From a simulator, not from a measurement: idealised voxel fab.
process module | voxel self aligned contacts
cross-section cut | 175 nm wide | cells 5 nm
A cross-section is a grid of square cells, given in bands from the top down. A band is one or more rows of cells.
Each band's line starts with the height of the band's top and of its bottom, in nm. Then come its materials from left to right, each with its width in nm. One material with "throughout" fills the band from edge to edge. "air" is empty space.
Height 0 is the level under which the wafer as received is all one material. The lowest band goes on downwards, as in "0 down".
A width such as "30 to 40" changes by the same amount from each row of cells to the next, from the band's top row to its bottom row.
"no change" after a step means that no cell of the cross-section changed.
closed voids: empty space of 8 cells or more with no open way to the top, each as width x height at its distance from the left edge, in nm
after a step's settings: what the simulator itself notes on the step
overlay nm, on a step with a mask: how far to the right of its planned place the mask lay; to the left if negative
plan
1 op RECEIVE | material Si
2 op OXIDIZE | depth nm 5
3 op DIRECTIONAL_DEP | material polySi | thk nm 25
4 op DIRECTIONAL_DEP | material SiN | thk nm 20
5 op MASKED_ETCH | tone cover | mask id GATE | width nm 25 | pitch nm 65 | etch materials SiN | depth nm 20 | overlay nm 0
6 op MASKED_ETCH | tone cover | mask id GATE | width nm 25 | pitch nm 65 | etch materials polySi | depth nm 25 | overlay nm 0
7 op CONFORMAL_DEP | material SiN | thk nm 10
8 op DIRECTIONAL_ETCH | etch materials SiN | depth nm 10
9 op FILL_DEP | material SiO2 | thk nm 10
10 op CMP | height nm 50
11 op PATTERN | tone open | mask id CONTACT | material resist | width nm 50 | thk nm 15 | overlay nm 0
12 op DIRECTIONAL_ETCH | etch materials SiO2 | depth nm 55
13 op STRIP | etch materials resist
14 op CONFORMAL_DEP | material TiN | thk nm 5
15 op FILL_DEP | material W | thk nm 10
16 op CMP | height nm 50
17 op CONFORMAL_DEP | material SiCN | thk nm 5
as received, after step 1
  0 down: Si throughout
  closed voids: none
first wafer at the end, as planned
  55 to 50: SiCN throughout
  50 to 45: SiO2 60 | TiN 20 | W 10 | TiN 20 | SiO2 65
  45 to 25: SiO2 30 | SiN 45 | TiN 5 | W 10 | TiN 5 | SiN 45 | SiO2 35
  25 to 0: SiO2 30 | SiN 10 | polySi 25 | SiN 10 | TiN 5 | W 10 | TiN 5 | SiN 10 | polySi 25 | SiN 10 | SiO2 35
  0 to -5: SiO2 75 | TiN 20 | SiO2 80
  -5 down: Si throughout
  closed voids: none
second wafer at the end: like start, like plan, one mistake
  55 to 50: SiCN throughout
  50 to 45: SiO2 60 | TiN 50 | SiO2 65
  45 to 25: SiN 50 | SiO2 5 | SiN 60 | SiO2 5 | SiN 55
  25 to 0: polySi throughout
  0 to -5: SiO2 throughout
  -5 down: Si throughout
  closed voids: none
what went wrong: step 5 ran as: op MASKED_ETCH | tone open | mask id GATE | width nm 25 | pitch nm 65 | etch materials SiN | depth nm 20 | overlay nm 0
at the end the second wafer has, in cells: 20 more of SiN | 105 fewer of SiO2 | 20 fewer of TiN | 20 fewer of W | 125 more of polySi
